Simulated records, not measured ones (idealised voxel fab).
process module | voxel transistor to metal
cross-section cut | 165 nm wide | cells 5 nm
A cross-section is a grid of square cells, given in bands from the top down. A band is one or more rows of cells.
Each band's line starts with the height of the band's top and of its bottom, in nm. Then come its materials from left to right, each with its width in nm. One material with "throughout" fills the band from edge to edge. "air" is empty space.
Height 0 is the level under which the wafer as received is all one material. The lowest band goes on downwards, as in "0 down".
A width such as "30 to 40" changes by the same amount from each row of cells to the next, from the band's top row to its bottom row.
"no change" after a step means that no cell of the cross-section changed.
closed voids: empty space of 8 cells or more with no open way to the top, each as width x height at its distance from the left edge, in nm
after a step's settings: what the simulator itself notes on the step
overlay nm, on a step with a mask: how far to the right of its planned place the mask lay; to the left if negative
Each pair below shows a cross-section before one step and the cross-section after it, down to the lowest band that changed. The line under each pair gives the step between them, with its settings. The pairs can come from different runs of this module on the same starting wafer, so a pair continues from the pair above only where its "before" says so.
before
  75 to 55: resist 30 | air 20 | resist 60 | air 20 | resist 35
  55 to 40: SiO2 throughout
  40 to 25: SiO2 50 | SiN 10 | SiO2 5 | SiCN 20 | SiO2 5 | SiN 10 | SiO2 65
  25 to 0: SiO2 50 | SiN 10 | SiO2 5 | polySi 25 | SiO2 5 | SiN 10 | SiO2 60
  0 to -5: SiO2 25 | SiN 10 | SiO2 15 | SiN 10 | SiO2 5 | polySi 25 | SiO2 5 | SiN 10 | SiO2 20 | SiN 10 | SiO2 30
  -5 to -10: SiO2 35 | pSi 15 | SiO2 55 | pSi 20 | SiO2 40
  -10 to -30: SiO2 25 | Si 110 | SiO2 30
  -30 down: Si throughout
  closed voids: none
after
  75 to 55: resist 30 | air 20 | resist 60 | air 20 | resist 35
  55 to 40: SiO2 30 | air 20 | SiO2 60 | air 20 | SiO2 35
  40 to 25: SiO2 30 | air 20 | SiN 10 | SiO2 5 | SiCN 20 | SiO2 5 | SiN 10 | SiO2 10 | air 20 | SiO2 35
  25 to 0: SiO2 30 | air 20 | SiN 10 | SiO2 5 | polySi 25 | SiO2 5 | SiN 10 | SiO2 5 | air 20 | SiO2 35
  0 to -5: SiO2 25 | SiN 10 | air 15 | SiN 10 | SiO2 5 | polySi 25 | SiO2 5 | SiN 10 | SiO2 5 | air 15 | SiN 10 | SiO2 30
  below -5: unchanged
  closed voids: none
the step between: op DIRECTIONAL_ETCH | etch materials SiO2 | depth nm 60
before: the cross-section after the pair above
after
  55 to 40: SiO2 30 | air 20 | SiO2 60 | air 20 | SiO2 35
  below 40: unchanged
  closed voids: none
the step between: op STRIP | etch materials resist
before: the cross-section after the pair above
after
  60 to 55: TiN 35 | air 10 | TiN 70 | air 10 | TiN 40
  55 to 40: SiO2 30 | TiN 5 | air 10 | TiN 5 | SiO2 60 | TiN 5 | air 10 | TiN 5 | SiO2 35
  40 to 25: SiO2 30 | TiN 5 | air 10 | TiN 5 | SiN 10 | SiO2 5 | SiCN 20 | SiO2 5 | SiN 10 | SiO2 10 | TiN 5 | air 10 | TiN 5 | SiO2 35
  25 to 5: SiO2 30 | TiN 5 | air 10 | TiN 5 | SiN 10 | SiO2 5 | polySi 25 | SiO2 5 | SiN 10 | SiO2 5 | TiN 5 | air 10 | TiN 5 | SiO2 35
  5 to 0: SiO2 30 | TiN 10 | air 5 | TiN 5 | SiN 10 | SiO2 5 | polySi 25 | SiO2 5 | SiN 10 | SiO2 5 | TiN 5 | air 5 | TiN 10 | SiO2 35
  0 to -5: SiO2 25 | SiN 10 | TiN 15 | SiN 10 | SiO2 5 | polySi 25 | SiO2 5 | SiN 10 | SiO2 5 | TiN 15 | SiN 10 | SiO2 30
  below -5: unchanged
  closed voids: none
the step between: op CONFORMAL_DEP | material TiN | thk nm 5
before: the cross-section after the pair above
after
  65 to 60: Ru throughout
  60 to 55: TiN 35 | Ru 10 | TiN 70 | Ru 10 | TiN 40
  55 to 40: SiO2 30 | TiN 5 | Ru 10 | TiN 5 | SiO2 60 | TiN 5 | Ru 10 | TiN 5 | SiO2 35
  40 to 25: SiO2 30 | TiN 5 | Ru 10 | TiN 5 | SiN 10 | SiO2 5 | SiCN 20 | SiO2 5 | SiN 10 | SiO2 10 | TiN 5 | Ru 10 | TiN 5 | SiO2 35
  25 to 5: SiO2 30 | TiN 5 | Ru 10 | TiN 5 | SiN 10 | SiO2 5 | polySi 25 | SiO2 5 | SiN 10 | SiO2 5 | TiN 5 | Ru 10 | TiN 5 | SiO2 35
  5 to 0: SiO2 30 | TiN 10 | Ru 5 | TiN 5 | SiN 10 | SiO2 5 | polySi 25 | SiO2 5 | SiN 10 | SiO2 5 | TiN 5 | Ru 5 | TiN 10 | SiO2 35
  below 0: unchanged
  closed voids: none
the step between: op FILL_DEP | material Ru | thk nm 5
before: the cross-section after the pair above
after
  55 to 40: SiO2 30 | TiN 5 | Ru 10 | TiN 5 | SiO2 60 | TiN 5 | Ru 10 | TiN 5 | SiO2 35
  below 40: unchanged
  closed voids: none
the step between: op CMP | height nm 55
before: the cross-section after the pair above
after
  60 to 55: TiN throughout
  below 55: unchanged
  closed voids: none
the step between: op DIRECTIONAL_DEP | material TiN | thk nm 5
before: the cross-section after the pair above
after
  75 to 60: W throughout
  below 60: unchanged
  closed voids: none
the step between: op DIRECTIONAL_DEP | material W | thk nm 15
before: the cross-section after the pair above
after
  95 to 75: air 30 | resist 20 | air 60 | resist 20 | air 35
  below 75: unchanged
  closed voids: none
the step between: op PATTERN | tone cover | mask id METAL_1 | material resist | width nm 20 | pitch nm 80 | thk nm 20 | overlay nm 0
before: the cross-section after the pair above
after
  95 to 75: air 30 | resist 20 | air 60 | resist 20 | air 35
  75 to 60: air 30 | W 20 | air 60 | W 20 | air 35
  below 60: unchanged
  closed voids: none
the step between: op DIRECTIONAL_ETCH | etch materials W | depth nm 15
before: the cross-section after the pair above
after
  95 to 75: air 30 | resist 20 | air 60 | resist 20 | air 35
  75 to 60: air 30 | W 20 | air 60 | W 20 | air 35
  60 to 55: air 30 | TiN 20 | air 60 | TiN 20 | air 35
  below 55: unchanged
  closed voids: none
the step between: op DIRECTIONAL_ETCH | etch materials TiN | depth nm 5
before: the cross-section after the pair above
after
  75 to 60: air 30 | W 20 | air 60 | W 20 | air 35
  below 60: unchanged
  closed voids: none
the step between: op STRIP | etch materials resist
before: the cross-section after the pair above
after
  85 to 75: SiO2 throughout
  75 to 60: SiO2 30 | W 20 | SiO2 60 | W 20 | SiO2 35
  60 to 55: SiO2 30 | TiN 20 | SiO2 60 | TiN 20 | SiO2 35
  below 55: unchanged
  closed voids: none
the step between: op FILL_DEP | material SiO2 | thk nm 10
before: the cross-section after the pair above
after
  75 to 60: SiO2 30 | W 20 | SiO2 60 | W 20 | SiO2 35
  below 60: unchanged
  closed voids: none
the step between: op CMP | height nm 75
before: the cross-section after the pair above
after
  80 to 75: SiCN throughout
  below 75: unchanged
  closed voids: none
the step between: op CONFORMAL_DEP | material SiCN | thk nm 5
before: the cross-section after the pair above
after
  110 to 80: lowk throughout
  below 80: unchanged
  closed voids: none
the step between: op DIRECTIONAL_DEP | material lowk | thk nm 30
before: the cross-section after the pair above
after
  125 to 110: resist 30 | air 15 | resist 65 | air 15 | resist 40
  below 110: unchanged
  closed voids: none
the step between: op PATTERN | tone open | mask id METAL_2_HOLES | material resist | width nm 15 | pitch nm 80 | thk nm 15 | overlay nm 0
before: the cross-section after the pair above
after
  125 to 110: resist 30 | air 15 | resist 65 | air 15 | resist 40
  110 to 80: lowk 30 | air 15 | lowk 65 | air 15 | lowk 40
  below 80: unchanged
  closed voids: none
the step between: op DIRECTIONAL_ETCH | etch materials lowk | depth nm 30
before: the cross-section after the pair above
after
  110 to 80: lowk 30 | air 15 | lowk 65 | air 15 | lowk 40
  below 80: unchanged
  closed voids: none
the step between: op STRIP | etch materials resist
before: the cross-section after the pair above
after
  120 to 110: aC 30 | air 15 | aC 65 | air 15 | aC 40
  110 to 90: lowk 30 | air 15 | lowk 65 | air 15 | lowk 40
  90 to 80: lowk 30 | aC 15 | lowk 65 | aC 15 | lowk 40
  below 80: unchanged
  closed voids: none
the step between: op DIRECTIONAL_DEP | material aC | thk nm 10
before: the cross-section after the pair above
after
  150 to 120: resist 30 | air 20 | resist 60 | air 20 | resist 35
  below 120: unchanged
  closed voids: none
the step between: op PATTERN | tone open | mask id METAL_2 | material resist | width nm 20 | pitch nm 80 | thk nm 30 | overlay nm 0
before: the cross-section after the pair above
after
  140 to 120: resist 30 | air 20 | resist 60 | air 20 | resist 35
  120 to 110: aC 30 | air 20 | aC 60 | air 20 | aC 35
  110 to 80: lowk 30 | air 15 | lowk 65 | air 15 | lowk 40
  below 80: unchanged
  closed voids: none
the step between: op DIRECTIONAL_ETCH | etch materials aC | depth nm 10
before: the cross-section after the pair above
after
  120 to 110: aC 30 | air 20 | aC 60 | air 20 | aC 35
  below 110: unchanged
  closed voids: none
the step between: op STRIP | etch materials resist
before: the cross-section after the pair above
after
  120 to 110: aC 30 | air 20 | aC 60 | air 20 | aC 35
  110 to 95: lowk 30 | air 20 | lowk 60 | air 20 | lowk 35
  below 95: unchanged
  closed voids: none
the step between: op DIRECTIONAL_ETCH | etch materials lowk | depth nm 15
before: the cross-section after the pair above
after
  120 to 110: aC 30 | air 20 | aC 60 | air 20 | aC 35
  110 to 95: lowk 30 | air 20 | lowk 60 | air 20 | lowk 35
  95 to 80: lowk 30 | air 15 | lowk 65 | air 15 | lowk 40
  80 to 75: SiCN 30 | air 15 | SiCN 65 | air 15 | SiCN 40
  below 75: unchanged
  closed voids: none
the step between: op DIRECTIONAL_ETCH | etch materials SiCN | depth nm 5
before: the cross-section after the pair above
after
  110 to 95: lowk 30 | air 20 | lowk 60 | air 20 | lowk 35
  below 95: unchanged
  closed voids: none
the step between: op STRIP | etch materials aC
before: the cross-section after the pair above
after
  115 to 110: TiN 35 | air 10 | TiN 70 | air 10 | TiN 40
  110 to 100: lowk 30 | TiN 5 | air 10 | TiN 5 | lowk 60 | TiN 5 | air 10 | TiN 5 | lowk 35
  100 to 95: lowk 30 | TiN 5 | air 5 | TiN 10 | lowk 60 | TiN 5 | air 5 | TiN 10 | lowk 35
  95 to 80: lowk 30 | TiN 5 | air 5 | TiN 5 | lowk 65 | TiN 5 | air 5 | TiN 5 | lowk 40
  80 to 75: SiCN 30 | TiN 15 | SiCN 65 | TiN 15 | SiCN 40
  below 75: unchanged
  closed voids: none
the step between: op CONFORMAL_DEP | material TiN | thk nm 5
before: the cross-section after the pair above
after
  125 to 115: Cu throughout
  115 to 110: TiN 35 | Cu 10 | TiN 70 | Cu 10 | TiN 40
  110 to 100: lowk 30 | TiN 5 | Cu 10 | TiN 5 | lowk 60 | TiN 5 | Cu 10 | TiN 5 | lowk 35
  100 to 95: lowk 30 | TiN 5 | Cu 5 | TiN 10 | lowk 60 | TiN 5 | Cu 5 | TiN 10 | lowk 35
  95 to 80: lowk 30 | TiN 5 | Cu 5 | TiN 5 | lowk 65 | TiN 5 | Cu 5 | TiN 5 | lowk 40
  below 80: unchanged
  closed voids: none
the step between: op FILL_DEP | material Cu | thk nm 10
before: the cross-section after the pair above
after
  110 to 100: lowk 30 | TiN 5 | Cu 10 | TiN 5 | lowk 60 | TiN 5 | Cu 10 | TiN 5 | lowk 35
  below 100: unchanged
  closed voids: none
the step between: op CMP | height nm 110
before: the cross-section after the pair above
after
  115 to 110: SiN throughout
  below 110: unchanged
  closed voids: none
the step between: op CONFORMAL_DEP | material SiN | thk nm 5
before
  110 to 80: lowk 30 | air 15 | lowk 65 | air 15 | lowk 40
  80 to 75: SiCN throughout
  75 to 60: SiO2 30 | W 20 | SiO2 60 | W 20 | SiO2 35
  60 to 55: SiO2 30 | TiN 20 | SiO2 60 | TiN 20 | SiO2 35
  55 to 40: SiO2 30 | TiN 5 | Ru 10 | TiN 5 | SiO2 60 | TiN 5 | Ru 10 | TiN 5 | SiO2 35
  40 to 25: SiO2 30 | TiN 5 | Ru 10 | TiN 5 | SiO2 5 | SiN 10 | SiO2 5 | SiCN 20 | SiO2 5 | SiN 10 | SiO2 5 | TiN 5 | Ru 10 | TiN 5 | SiO2 35
  25 to 5: SiO2 30 | TiN 5 | Ru 10 | TiN 5 | SiO2 5 | SiN 10 | SiO2 5 | polySi 20 | SiO2 5 | SiN 10 | SiO2 5 | TiN 5 | Ru 10 | TiN 5 | SiO2 35
  5 to 0: SiO2 30 | TiN 10 | Ru 5 | TiN 5 | SiO2 5 | SiN 10 | SiO2 5 | polySi 20 | SiO2 5 | SiN 10 | SiO2 5 | TiN 5 | Ru 5 | TiN 10 | SiO2 35
  0 to -5: SiO2 25 | SiN 10 | TiN 15 | SiO2 5 | SiN 10 | SiO2 5 | polySi 20 | SiO2 5 | SiN 10 | SiO2 5 | TiN 15 | SiN 10 | SiO2 30
  -5 to -10: SiO2 35 | pSi 20 | SiO2 50 | pSi 20 | SiO2 40
  -10 to -30: SiO2 25 | Si 110 | SiO2 30
  -30 down: Si throughout
  closed voids: none
after
  120 to 110: W 30 | air 15 | W 65 | air 15 | W 40
  110 to 90: lowk 30 | air 15 | lowk 65 | air 15 | lowk 40
  90 to 80: lowk 30 | W 15 | lowk 65 | W 15 | lowk 40
  below 80: unchanged
  closed voids: none
the step between: op DIRECTIONAL_DEP | material W | thk nm 10
before: the cross-section after the pair above
after
  150 to 120: resist 30 | air 20 | resist 60 | air 20 | resist 35
  below 120: unchanged
  closed voids: none
the step between: op PATTERN | tone open | mask id METAL_2 | material resist | width nm 20 | pitch nm 80 | thk nm 30 | overlay nm 0
before: the cross-section after the pair above
after
  140 to 120: resist 30 | air 20 | resist 60 | air 20 | resist 35
  below 120: unchanged
  closed voids: none
the step between: op DIRECTIONAL_ETCH | etch materials aC | depth nm 10
before: the cross-section after the pair above
after
  120 to 110: W 30 | air 15 | W 65 | air 15 | W 40
  below 110: unchanged
  closed voids: none
the step between: op STRIP | etch materials resist
before: the cross-section after the pair above
after
  125 to 120: TiN 35 | air 5 | TiN 75 | air 5 | TiN 45
  120 to 110: W 30 | TiN 5 | air 5 | TiN 5 | W 65 | TiN 5 | air 5 | TiN 5 | W 40
  110 to 95: lowk 30 | TiN 5 | air 5 | TiN 5 | lowk 65 | TiN 5 | air 5 | TiN 5 | lowk 40
  95 to 90: lowk 30 | TiN 15 | lowk 65 | TiN 15 | lowk 40
  below 90: unchanged
  closed voids: none
the step between: op CONFORMAL_DEP | material TiN | thk nm 5
before: the cross-section after the pair above
after
  135 to 125: Cu throughout
  125 to 120: TiN 35 | Cu 5 | TiN 75 | Cu 5 | TiN 45
  120 to 110: W 30 | TiN 5 | Cu 5 | TiN 5 | W 65 | TiN 5 | Cu 5 | TiN 5 | W 40
  110 to 95: lowk 30 | TiN 5 | Cu 5 | TiN 5 | lowk 65 | TiN 5 | Cu 5 | TiN 5 | lowk 40
  below 95: unchanged
  closed voids: none
the step between: op FILL_DEP | material Cu | thk nm 10
before: the cross-section after the pair above
after
  110 to 95: lowk 30 | TiN 5 | Cu 5 | TiN 5 | lowk 65 | TiN 5 | Cu 5 | TiN 5 | lowk 40
  below 95: unchanged
  closed voids: none
the step between: op CMP | height nm 110
before: the cross-section after the pair above
after
  115 to 110: SiN throughout
  below 110: unchanged
  closed voids: none
the step between: op CONFORMAL_DEP | material SiN | thk nm 5
before
  45 to 40: SiCN 20 | air 120 | SiCN 25
  40 to 30: SiCN throughout
  30 to 25: polySi 20 | SiCN 120 | polySi 25
  25 to 0: polySi throughout
  0 to -5: SiO2 20 | polySi 120 | SiO2 25
  -5 to -10: SiO2 throughout
  -10 to -30: SiO2 25 | Si 110 | SiO2 30
  -30 down: Si throughout
  closed voids: none
after
  45 to 40: SiCN 20 | air 120 | SiCN 25
  40 to 30: SiCN 70 | air 20 | SiCN 75
  30 to 25: polySi 20 | SiCN 50 | air 20 | SiCN 50 | polySi 25
  below 25: unchanged
  closed voids: none
the step between: op MASKED_ETCH | tone open | mask id GATE | width nm 20 | etch materials SiCN | depth nm 25 | overlay nm 0
before: the cross-section after the pair above
after
  50 to 45: SiO2 25 | air 110 | SiO2 30
  45 to 40: SiCN 20 | SiO2 55 | air 10 | SiO2 55 | SiCN 25
  40 to 30: SiCN 70 | SiO2 5 | air 10 | SiO2 5 | SiCN 75
  30 to 25: polySi 20 | SiCN 50 | SiO2 20 | SiCN 50 | polySi 25
  below 25: unchanged
  closed voids: none
the step between: op CONFORMAL_DEP | material SiO2 | thk nm 5
before: the cross-section after the pair above
after
  45 to 40: SiCN 20 | SiO2 5 | air 110 | SiO2 5 | SiCN 25
  40 to 30: SiCN 70 | SiO2 5 | air 10 | SiO2 5 | SiCN 75
  30 to 25: polySi 20 | SiCN 50 | SiO2 5 | air 10 | SiO2 5 | SiCN 50 | polySi 25
  below 25: unchanged
  closed voids: none
the step between: op DIRECTIONAL_ETCH | etch materials SiO2 | depth nm 5
before: the cross-section after the pair above
after
  55 to 50: SiN 35 | air 90 | SiN 40
  50 to 45: SiN throughout
  45 to 40: SiCN 20 | SiO2 5 | SiN 110 | SiO2 5 | SiCN 25
  40 to 30: SiCN 70 | SiO2 5 | SiN 10 | SiO2 5 | SiCN 75
  30 to 25: polySi 20 | SiCN 50 | SiO2 5 | SiN 10 | SiO2 5 | SiCN 50 | polySi 25
  below 25: unchanged
  closed voids: none
the step between: op CONFORMAL_DEP | material SiN | thk nm 10
before: the cross-section after the pair above
after
  45 to 40: SiCN 20 | SiO2 5 | SiN 10 | air 90 | SiN 10 | SiO2 5 | SiCN 25
  below 40: unchanged
  closed voids: none
the step between: op DIRECTIONAL_ETCH | etch materials SiN | depth nm 10
before: the cross-section after the pair above
after
  45 to 40: SiCN 20 | air 5 | SiN 10 | air 90 | SiN 10 | air 5 | SiCN 25
  40 to 35: SiCN 70 | air 5 | SiN 10 | air 5 | SiCN 75
  below 35: unchanged
  closed voids: none
the step between: op DIRECTIONAL_ETCH | etch materials SiO2 | depth nm 5
before: the cross-section after the pair above
after
  50 to 45: SiO2 throughout
  45 to 40: SiCN 20 | SiO2 5 | SiN 10 | SiO2 90 | SiN 10 | SiO2 5 | SiCN 25
  40 to 30: SiCN 70 | SiO2 5 | SiN 10 | SiO2 5 | SiCN 75
  below 30: unchanged
  closed voids: none
the step between: op FILL_DEP | material SiO2 | thk nm 5
before: the cross-section after the pair above
after
  40 to 30: SiCN 70 | SiO2 5 | SiN 10 | SiO2 5 | SiCN 75
  below 30: unchanged
  closed voids: none
the step between: op CMP | height nm 40
before: the cross-section after the pair above
after
  55 to 40: SiO2 throughout
  below 40: unchanged
  closed voids: none
the step between: op DIRECTIONAL_DEP | material SiO2 | thk nm 15
before: the cross-section after the pair above
after
  75 to 55: resist 30 | air 20 | resist 60 | air 20 | resist 35
  below 55: unchanged
  closed voids: none
the step between: op PATTERN | tone open | mask id CONTACT | material resist | width nm 20 | pitch nm 80 | thk nm 20 | overlay nm 0
before: the cross-section after the pair above
after
  75 to 55: resist 30 | air 20 | resist 60 | air 20 | resist 35
  55 to 40: SiO2 30 | air 20 | SiO2 60 | air 20 | SiO2 35
  below 40: unchanged
  closed voids: none
the step between: op DIRECTIONAL_ETCH | etch materials SiO2 | depth nm 60
before: the cross-section after the pair above
after
  55 to 40: SiO2 30 | air 20 | SiO2 60 | air 20 | SiO2 35
  below 40: unchanged
  closed voids: none
the step between: op STRIP | etch materials resist
before: the cross-section after the pair above
after
  60 to 55: TiN 35 | air 10 | TiN 70 | air 10 | TiN 40
  55 to 45: SiO2 30 | TiN 5 | air 10 | TiN 5 | SiO2 60 | TiN 5 | air 10 | TiN 5 | SiO2 35
  45 to 40: SiO2 30 | TiN 20 | SiO2 60 | TiN 20 | SiO2 35
  below 40: unchanged
  closed voids: none
the step between: op CONFORMAL_DEP | material TiN | thk nm 5
before: the cross-section after the pair above
after
  65 to 60: Ru throughout
  60 to 55: TiN 35 | Ru 10 | TiN 70 | Ru 10 | TiN 40
  55 to 45: SiO2 30 | TiN 5 | Ru 10 | TiN 5 | SiO2 60 | TiN 5 | Ru 10 | TiN 5 | SiO2 35
  below 45: unchanged
  closed voids: none
the step between: op FILL_DEP | material Ru | thk nm 5
before: the cross-section after the pair above
after
  55 to 45: SiO2 30 | TiN 5 | Ru 10 | TiN 5 | SiO2 60 | TiN 5 | Ru 10 | TiN 5 | SiO2 35
  below 45: unchanged
  closed voids: none
the step between: op CMP | height nm 55
before: the cross-section after the pair above
after
  60 to 55: TiN throughout
  below 55: unchanged
  closed voids: none
the step between: op DIRECTIONAL_DEP | material TiN | thk nm 5
before: the cross-section after the pair above
after
  75 to 60: W throughout
  below 60: unchanged
  closed voids: none
the step between: op DIRECTIONAL_DEP | material W | thk nm 15
before: the cross-section after the pair above
after
  95 to 75: air 30 | resist 20 | air 60 | resist 20 | air 35
  below 75: unchanged
  closed voids: none
the step between: op PATTERN | tone cover | mask id METAL_1 | material resist | width nm 20 | pitch nm 80 | thk nm 20 | overlay nm 0
before: the cross-section after the pair above
after
  95 to 75: air 30 | resist 20 | air 60 | resist 20 | air 35
  75 to 60: air 30 | W 20 | air 60 | W 20 | air 35
  below 60: unchanged
  closed voids: none
the step between: op DIRECTIONAL_ETCH | etch materials W | depth nm 15
before: the cross-section after the pair above
after
  95 to 75: air 30 | resist 20 | air 60 | resist 20 | air 35
  75 to 60: air 30 | W 20 | air 60 | W 20 | air 35
  60 to 55: air 30 | TiN 20 | air 60 | TiN 20 | air 35
  below 55: unchanged
  closed voids: none
the step between: op DIRECTIONAL_ETCH | etch materials TiN | depth nm 5
before: the cross-section after the pair above
after
  75 to 60: air 30 | W 20 | air 60 | W 20 | air 35
  below 60: unchanged
  closed voids: none
the step between: op STRIP | etch materials resist
before: the cross-section after the pair above
after
  85 to 75: SiO2 throughout
  75 to 60: SiO2 30 | W 20 | SiO2 60 | W 20 | SiO2 35
  60 to 55: SiO2 30 | TiN 20 | SiO2 60 | TiN 20 | SiO2 35
  below 55: unchanged
  closed voids: none
the step between: op FILL_DEP | material SiO2 | thk nm 10
before: the cross-section after the pair above
after
  75 to 60: SiO2 30 | W 20 | SiO2 60 | W 20 | SiO2 35
  below 60: unchanged
  closed voids: none
the step between: op CMP | height nm 75
before: the cross-section after the pair above
after
  80 to 75: SiCN throughout
  below 75: unchanged
  closed voids: none
the step between: op CONFORMAL_DEP | material SiCN | thk nm 5
before: the cross-section after the pair above
after
  110 to 80: lowk throughout
  below 80: unchanged
  closed voids: none
the step between: op DIRECTIONAL_DEP | material lowk | thk nm 30
before: the cross-section after the pair above
after
  125 to 110: resist 30 | air 15 | resist 65 | air 15 | resist 40
  below 110: unchanged
  closed voids: none
the step between: op PATTERN | tone open | mask id METAL_2_HOLES | material resist | width nm 15 | pitch nm 80 | thk nm 15 | overlay nm 0
before: the cross-section after the pair above
after
  125 to 110: resist 30 | air 15 | resist 65 | air 15 | resist 40
  110 to 80: lowk 30 | air 15 | lowk 65 | air 15 | lowk 40
  below 80: unchanged
  closed voids: none
the step between: op DIRECTIONAL_ETCH | etch materials lowk | depth nm 30
before: the cross-section after the pair above
after
  110 to 80: lowk 30 | air 15 | lowk 65 | air 15 | lowk 40
  below 80: unchanged
  closed voids: none
the step between: op STRIP | etch materials resist
before: the cross-section after the pair above
after
  120 to 110: aC 30 | air 15 | aC 65 | air 15 | aC 40
  110 to 90: lowk 30 | air 15 | lowk 65 | air 15 | lowk 40
  90 to 80: lowk 30 | aC 15 | lowk 65 | aC 15 | lowk 40
  below 80: unchanged
  closed voids: none
the step between: op DIRECTIONAL_DEP | material aC | thk nm 10
before: the cross-section after the pair above
after
  150 to 120: resist 30 | air 20 | resist 60 | air 20 | resist 35
  below 120: unchanged
  closed voids: none
the step between: op PATTERN | tone open | mask id METAL_2 | material resist | width nm 20 | pitch nm 80 | thk nm 30 | overlay nm 0
before: the cross-section after the pair above
after
  140 to 120: resist 30 | air 20 | resist 60 | air 20 | resist 35
  120 to 110: aC 30 | air 20 | aC 60 | air 20 | aC 35
  110 to 80: lowk 30 | air 15 | lowk 65 | air 15 | lowk 40
  below 80: unchanged
  closed voids: none
the step between: op DIRECTIONAL_ETCH | etch materials aC | depth nm 10
before: the cross-section after the pair above
after
  120 to 110: aC 30 | air 20 | aC 60 | air 20 | aC 35
  below 110: unchanged
  closed voids: none
the step between: op STRIP | etch materials resist
before: the cross-section after the pair above
after
  120 to 110: aC 30 | air 20 | aC 60 | air 20 | aC 35
  110 to 95: lowk 30 | air 20 | lowk 60 | air 20 | lowk 35
  below 95: unchanged
  closed voids: none
the step between: op DIRECTIONAL_ETCH | etch materials lowk | depth nm 15
before: the cross-section after the pair above
after
  120 to 110: aC 30 | air 20 | aC 60 | air 20 | aC 35
  110 to 95: lowk 30 | air 20 | lowk 60 | air 20 | lowk 35
  95 to 80: lowk 30 | air 15 | lowk 65 | air 15 | lowk 40
  80 to 75: SiCN 30 | air 15 | SiCN 65 | air 15 | SiCN 40
  below 75: unchanged
  closed voids: none
the step between: op DIRECTIONAL_ETCH | etch materials SiCN | depth nm 5
before: the cross-section after the pair above
after
  110 to 95: lowk 30 | air 20 | lowk 60 | air 20 | lowk 35
  below 95: unchanged
  closed voids: none
the step between: op STRIP | etch materials aC
before: the cross-section after the pair above
after
  115 to 110: TiN 35 | air 10 | TiN 70 | air 10 | TiN 40
  110 to 100: lowk 30 | TiN 5 | air 10 | TiN 5 | lowk 60 | TiN 5 | air 10 | TiN 5 | lowk 35
  100 to 95: lowk 30 | TiN 5 | air 5 | TiN 10 | lowk 60 | TiN 5 | air 5 | TiN 10 | lowk 35
  95 to 80: lowk 30 | TiN 5 | air 5 | TiN 5 | lowk 65 | TiN 5 | air 5 | TiN 5 | lowk 40
  80 to 75: SiCN 30 | TiN 15 | SiCN 65 | TiN 15 | SiCN 40
  below 75: unchanged
  closed voids: none
the step between: op CONFORMAL_DEP | material TiN | thk nm 5
before: the cross-section after the pair above
after
  125 to 115: Cu throughout
  115 to 110: TiN 35 | Cu 10 | TiN 70 | Cu 10 | TiN 40
  110 to 100: lowk 30 | TiN 5 | Cu 10 | TiN 5 | lowk 60 | TiN 5 | Cu 10 | TiN 5 | lowk 35
  100 to 95: lowk 30 | TiN 5 | Cu 5 | TiN 10 | lowk 60 | TiN 5 | Cu 5 | TiN 10 | lowk 35
  95 to 80: lowk 30 | TiN 5 | Cu 5 | TiN 5 | lowk 65 | TiN 5 | Cu 5 | TiN 5 | lowk 40
  below 80: unchanged
  closed voids: none
the step between: op FILL_DEP | material Cu | thk nm 10
before: the cross-section after the pair above
after
  110 to 100: lowk 30 | TiN 5 | Cu 10 | TiN 5 | lowk 60 | TiN 5 | Cu 10 | TiN 5 | lowk 35
  below 100: unchanged
  closed voids: none
the step between: op CMP | height nm 110
before: the cross-section after the pair above
after
  115 to 110: SiN throughout
  below 110: unchanged
  closed voids: none
the step between: op CONFORMAL_DEP | material SiN | thk nm 5
